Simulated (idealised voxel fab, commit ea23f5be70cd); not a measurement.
process module | voxel air gaps
cross-section cut | 280 nm wide | cells 5 nm
A cross-section is a grid of square cells, given in bands from the top down. A band is one or more rows of cells.
Each band's line starts with the height of the band's top and of its bottom, in nm. Then come its materials from left to right, each with its width in nm. One material with "throughout" fills the band from edge to edge. "air" is empty space.
Height 0 is the level under which the wafer as received is all one material. The lowest band goes on downwards, as in "0 down".
A width such as "30 to 40" changes by the same amount from each row of cells to the next, from the band's top row to its bottom row.
"no change" after a step means that no cell of the cross-section changed.
closed voids: empty space of 8 cells or more with no open way to the top, each as width x height at its distance from the left edge, in nm
after a step's settings: what the simulator itself notes on the step
overlay nm, on a step with a mask: how far to the right of its planned place the mask lay; to the left if negative
plan
1 op RECEIVE | material Si
2 op CONFORMAL_DEP | material SiO2 | thk nm 10
3 op CONFORMAL_DEP | material SiCN | thk nm 5
4 op DIRECTIONAL_DEP | material lowk | thk nm 30
5 op PATTERN | tone open | mask id LINES | material resist | width nm 20 | pitch nm 45 | thk nm 15 | overlay nm 0
6 op DIRECTIONAL_ETCH | etch materials lowk | depth nm 30
7 op STRIP | etch materials resist
8 op CONFORMAL_DEP | material TiN | thk nm 5
9 op FILL_DEP | material Cu | thk nm 5
10 op CMP | height nm 45
11 op EPI | material Ru | thk nm 10
12 op SELECTIVE_ETCH | etch materials lowk | depth nm 40
13 op CONFORMAL_DEP | material SiCN | thk nm 5
first wafer, as planned
as received, after step 1
  0 down: Si throughout
  closed voids: none
after step 2
  10 to 0: SiO2 throughout
  below 0: unchanged
after step 3
  15 to 10: SiCN throughout
  below 10: unchanged
after step 4
  45 to 15: lowk throughout
  below 15: unchanged
after step 5
  60 to 45: resist 60 | air 20 | resist 25 | air 20 | resist 25 | air 20 | resist 25 | air 20 | resist 65
  below 45: unchanged
after step 6
  60 to 45: resist 60 | air 20 | resist 25 | air 20 | resist 25 | air 20 | resist 25 | air 20 | resist 65
  45 to 15: lowk 60 | air 20 | lowk 25 | air 20 | lowk 25 | air 20 | lowk 25 | air 20 | lowk 65
  below 15: unchanged
after step 7
  45 to 15: lowk 60 | air 20 | lowk 25 | air 20 | lowk 25 | air 20 | lowk 25 | air 20 | lowk 65
  below 15: unchanged
after step 8
  50 to 45: TiN 65 | air 10 | TiN 35 | air 10 | TiN 35 | air 10 | TiN 35 | air 10 | TiN 70
  45 to 20: lowk 60 | TiN 5 | air 10 | TiN 5 | lowk 25 | TiN 5 | air 10 | TiN 5 | lowk 25 | TiN 5 | air 10 | TiN 5 | lowk 25 | TiN 5 | air 10 | TiN 5 | lowk 65
  20 to 15: lowk 60 | TiN 20 | lowk 25 | TiN 20 | lowk 25 | TiN 20 | lowk 25 | TiN 20 | lowk 65
  below 15: unchanged
after step 9
  55 to 50: Cu throughout
  50 to 45: TiN 65 | Cu 10 | TiN 35 | Cu 10 | TiN 35 | Cu 10 | TiN 35 | Cu 10 | TiN 70
  45 to 20: lowk 60 | TiN 5 | Cu 10 | TiN 5 | lowk 25 | TiN 5 | Cu 10 | TiN 5 | lowk 25 | TiN 5 | Cu 10 | TiN 5 | lowk 25 | TiN 5 | Cu 10 | TiN 5 | lowk 65
  below 20: unchanged
after step 10
  45 to 20: lowk 60 | TiN 5 | Cu 10 | TiN 5 | lowk 25 | TiN 5 | Cu 10 | TiN 5 | lowk 25 | TiN 5 | Cu 10 | TiN 5 | lowk 25 | TiN 5 | Cu 10 | TiN 5 | lowk 65
  below 20: unchanged
after step 11
  55 to 45: air 50 | Ru 40 | air 5 | Ru 40 | air 5 | Ru 40 | air 5 | Ru 40 | air 55
  below 45: unchanged
after step 12
  55 to 45: air 50 | Ru 40 | air 5 | Ru 40 | air 5 | Ru 40 | air 5 | Ru 40 | air 55
  45 to 20: air 60 | TiN 5 | Cu 10 | TiN 5 | air 25 | TiN 5 | Cu 10 | TiN 5 | air 25 | TiN 5 | Cu 10 | TiN 5 | air 25 | TiN 5 | Cu 10 | TiN 5 | air 65
  20 to 15: air 60 | TiN 20 | air 25 | TiN 20 | air 25 | TiN 20 | air 25 | TiN 20 | air 65
  below 15: unchanged
after step 13
  60 to 55: air 45 | SiCN 185 | air 50
  55 to 45: air 45 | SiCN 5 | Ru 40 | SiCN 5 | Ru 40 | SiCN 5 | Ru 40 | SiCN 5 | Ru 40 | SiCN 5 | air 50
  45 to 40: air 45 | SiCN 15 | TiN 5 | Cu 10 | TiN 5 | SiCN 25 | TiN 5 | Cu 10 | TiN 5 | SiCN 25 | TiN 5 | Cu 10 | TiN 5 | SiCN 25 | TiN 5 | Cu 10 | TiN 5 | SiCN 15 | air 50
  40 to 20: air 55 | SiCN 5 | TiN 5 | Cu 10 | TiN 5 | SiCN 5 | air 15 | SiCN 5 | TiN 5 | Cu 10 | TiN 5 | SiCN 5 | air 15 | SiCN 5 | TiN 5 | Cu 10 | TiN 5 | SiCN 5 | air 15 | SiCN 5 | TiN 5 | Cu 10 | TiN 5 | SiCN 5 | air 60
  20 to 15: SiCN 60 | TiN 20 | SiCN 25 | TiN 20 | SiCN 25 | TiN 20 | SiCN 25 | TiN 20 | SiCN 65
  below 15: unchanged
  closed voids: 15 x 20 at 85; 15 x 20 at 130; 15 x 20 at 175
second wafer: like start, like plan, one mistake. Through step 2 it matches the first wafer
when step 3 should have ended: no change
when step 4 should have ended
  40 to 10: lowk throughout
  below 10: unchanged
when step 5 should have ended
  55 to 40: resist 60 | air 20 | resist 25 | air 20 | resist 25 | air 20 | resist 25 | air 20 | resist 65
  below 40: unchanged
when step 6 should have ended
  55 to 40: resist 60 | air 20 | resist 25 | air 20 | resist 25 | air 20 | resist 25 | air 20 | resist 65
  40 to 10: lowk 60 | air 20 | lowk 25 | air 20 | lowk 25 | air 20 | lowk 25 | air 20 | lowk 65
  below 10: unchanged
when step 7 should have ended
  40 to 10: lowk 60 | air 20 | lowk 25 | air 20 | lowk 25 | air 20 | lowk 25 | air 20 | lowk 65
  below 10: unchanged
when step 8 should have ended
  45 to 40: TiN 65 | air 10 | TiN 35 | air 10 | TiN 35 | air 10 | TiN 35 | air 10 | TiN 70
  40 to 15: lowk 60 | TiN 5 | air 10 | TiN 5 | lowk 25 | TiN 5 | air 10 | TiN 5 | lowk 25 | TiN 5 | air 10 | TiN 5 | lowk 25 | TiN 5 | air 10 | TiN 5 | lowk 65
  15 to 10: lowk 60 | TiN 20 | lowk 25 | TiN 20 | lowk 25 | TiN 20 | lowk 25 | TiN 20 | lowk 65
  below 10: unchanged
when step 9 should have ended
  50 to 45: Cu throughout
  45 to 40: TiN 65 | Cu 10 | TiN 35 | Cu 10 | TiN 35 | Cu 10 | TiN 35 | Cu 10 | TiN 70
  40 to 15: lowk 60 | TiN 5 | Cu 10 | TiN 5 | lowk 25 | TiN 5 | Cu 10 | TiN 5 | lowk 25 | TiN 5 | Cu 10 | TiN 5 | lowk 25 | TiN 5 | Cu 10 | TiN 5 | lowk 65
  below 15: unchanged
when step 10 should have ended
  45 to 40: TiN 65 | Cu 10 | TiN 35 | Cu 10 | TiN 35 | Cu 10 | TiN 35 | Cu 10 | TiN 70
  below 40: unchanged
when step 11 should have ended
  55 to 45: Ru throughout
  below 45: unchanged
when step 12 should have ended: no change
when step 13 should have ended
  60 to 55: SiCN throughout
  below 55: unchanged
what went wrong: step 3 was left out
at the end the second wafer has, in cells: 8 more of Cu | 48 more of Ru | 140 fewer of SiCN | 48 more of TiN | 240 more of lowk
closed voids at the end (first wafer, second wafer): 3, 0
